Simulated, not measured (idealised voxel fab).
process module | voxel gate over fins
cross-section cut | 300 nm wide | cells 5 nm
A cross-section is a grid of square cells, given in bands from the top down. A band is one or more rows of cells.
Each band's line starts with the height of the band's top and of its bottom, in nm. Then come its materials from left to right, each with its width in nm. One material with "throughout" fills the band from edge to edge. "air" is empty space.
Height 0 is the level under which the wafer as received is all one material. The lowest band goes on downwards, as in "0 down".
A width such as "30 to 40" changes by the same amount from each row of cells to the next, from the band's top row to its bottom row.
"no change" after a step means that no cell of the cross-section changed.
closed voids: empty space of 8 cells or more with no open way to the top, each as width x height at its distance from the left edge, in nm
after a step's settings: what the simulator itself notes on the step
overlay nm, on a step with a mask: how far to the right of its planned place the mask lay; to the left if negative
plan
1 op RECEIVE | material Si
2 op CONFORMAL_DEP | material SiN | thk nm 10
3 op PATTERN | tone cover | mask id FINS | material resist | width nm 15 | pitch nm 40 | thk nm 15 | overlay nm 0
4 op DIRECTIONAL_ETCH | etch materials SiN | depth nm 10
5 op DIRECTIONAL_ETCH | etch materials Si | depth nm 30
6 op STRIP | etch materials resist
7 op OXIDIZE | depth nm 5
8 op FILL_DEP | material SiO2 | thk nm 15
9 op CMP | height nm 10
10 op SELECTIVE_ETCH | etch materials SiO2 | depth nm 20
11 op STRIP | etch materials SiN
12 op CONFORMAL_DEP | material HfO2 | thk nm 5
13 op CONFORMAL_DEP | material TiN | thk nm 5
14 op CONFORMAL_DEP | material TiAl | thk nm 5
15 op CONFORMAL_DEP | material TiN | thk nm 5
16 op FILL_DEP | material W | thk nm 10
17 op CMP | height nm 25
18 op CONFORMAL_DEP | material SiN | thk nm 10
first wafer, as planned
as received, after step 1
  0 down: Si throughout
  closed voids: none
after step 2
  10 to 0: SiN throughout
  below 0: unchanged
after step 3
  25 to 10: air 120 | resist 15 | air 25 | resist 15 | air 125
  below 10: unchanged
after step 4
  25 to 10: air 120 | resist 15 | air 25 | resist 15 | air 125
  10 to 0: air 120 | SiN 15 | air 25 | SiN 15 | air 125
  below 0: unchanged
after step 5
  25 to 10: air 120 | resist 15 | air 25 | resist 15 | air 125
  10 to 0: air 120 | SiN 15 | air 25 | SiN 15 | air 125
  0 to -30: air 120 | Si 15 | air 25 | Si 15 | air 125
  below -30: unchanged
after step 6
  10 to 0: air 120 | SiN 15 | air 25 | SiN 15 | air 125
  below 0: unchanged
after step 7
  10 to 0: air 120 | SiN 15 | air 25 | SiN 15 | air 125
  0 to -30: air 120 | SiO2 5 | Si 5 | SiO2 5 | air 25 | SiO2 5 | Si 5 | SiO2 5 | air 125
  -30 to -35: SiO2 125 | Si 5 | SiO2 35 | Si 5 | SiO2 130
  below -35: unchanged
after step 8
  25 to 10: SiO2 throughout
  10 to 0: SiO2 120 | SiN 15 | SiO2 25 | SiN 15 | SiO2 125
  0 to -35: SiO2 125 | Si 5 | SiO2 35 | Si 5 | SiO2 130
  below -35: unchanged
after step 9
  10 to 0: SiO2 120 | SiN 15 | SiO2 25 | SiN 15 | SiO2 125
  below 0: unchanged
after step 10
  10 to 0: air 120 | SiN 15 | air 25 | SiN 15 | air 125
  0 to -10: air 125 | Si 5 | air 35 | Si 5 | air 130
  below -10: unchanged
after step 11
  0 to -10: air 125 | Si 5 | air 35 | Si 5 | air 130
  below -10: unchanged
after step 12
  5 to 0: air 120 | HfO2 15 | air 25 | HfO2 15 | air 125
  0 to -5: air 120 | HfO2 5 | Si 5 | HfO2 5 | air 25 | HfO2 5 | Si 5 | HfO2 5 | air 125
  -5 to -10: HfO2 125 | Si 5 | HfO2 35 | Si 5 | HfO2 130
  below -10: unchanged
after step 13
  10 to 5: air 115 | TiN 25 | air 15 | TiN 25 | air 120
  5 to 0: air 115 | TiN 5 | HfO2 15 | TiN 5 | air 15 | TiN 5 | HfO2 15 | TiN 5 | air 120
  0 to -5: TiN 120 | HfO2 5 | Si 5 | HfO2 5 | TiN 25 | HfO2 5 | Si 5 | HfO2 5 | TiN 125
  below -5: unchanged
after step 14
  15 to 10: air 110 | TiAl 35 | air 5 | TiAl 35 | air 115
  10 to 5: air 110 | TiAl 5 | TiN 25 | TiAl 5 | air 5 | TiAl 5 | TiN 25 | TiAl 5 | air 115
  5 to 0: TiAl 115 | TiN 5 | HfO2 15 | TiN 5 | TiAl 15 | TiN 5 | HfO2 15 | TiN 5 | TiAl 120
  below 0: unchanged
after step 15
  20 to 15: air 105 | TiN 85 | air 110
  15 to 10: air 105 | TiN 5 | TiAl 35 | TiN 5 | TiAl 35 | TiN 5 | air 110
  10 to 5: TiN 110 | TiAl 5 | TiN 25 | TiAl 5 | TiN 5 | TiAl 5 | TiN 25 | TiAl 5 | TiN 115
  below 5: unchanged
after step 16
  30 to 20: W throughout
  20 to 15: W 105 | TiN 85 | W 110
  15 to 10: W 105 | TiN 5 | TiAl 35 | TiN 5 | TiAl 35 | TiN 5 | W 110
  below 10: unchanged
after step 17
  25 to 20: W throughout
  below 20: unchanged
after step 18
  35 to 25: SiN throughout
  below 25: unchanged
second wafer: like start, like plan, one mistake. Through step 8 it matches the first wafer
when step 9 should have ended: no change
when step 10 should have ended
  10 to 5: air 120 | SiN 15 | air 25 | SiN 15 | air 125
  below 5: unchanged
when step 11 should have ended
  5 to 0: SiO2 120 | air 15 | SiO2 25 | air 15 | SiO2 125
  below 0: unchanged
when step 12 should have ended
  10 to 5: HfO2 125 | air 5 | HfO2 35 | air 5 | HfO2 130
  5 to 0: SiO2 120 | HfO2 15 | SiO2 25 | HfO2 15 | SiO2 125
  below 0: unchanged
when step 13 should have ended
  15 to 10: TiN throughout
  10 to 5: HfO2 125 | TiN 5 | HfO2 35 | TiN 5 | HfO2 130
  below 5: unchanged
when step 14 should have ended
  20 to 15: TiAl throughout
  below 15: unchanged
when step 15 should have ended
  25 to 20: TiN throughout
  below 20: unchanged
when step 16 should have ended
  35 to 25: W throughout
  below 25: unchanged
when step 17 should have ended
  25 to 20: TiN throughout
  below 20: unchanged
when step 18 should have ended
  35 to 25: SiN throughout
  below 25: unchanged
what went wrong: step 9 was left out
at the end the second wafer has, in cells: 4 fewer of HfO2 | 170 more of SiO2 | 8 fewer of TiAl | 12 fewer of TiN | 146 fewer of W
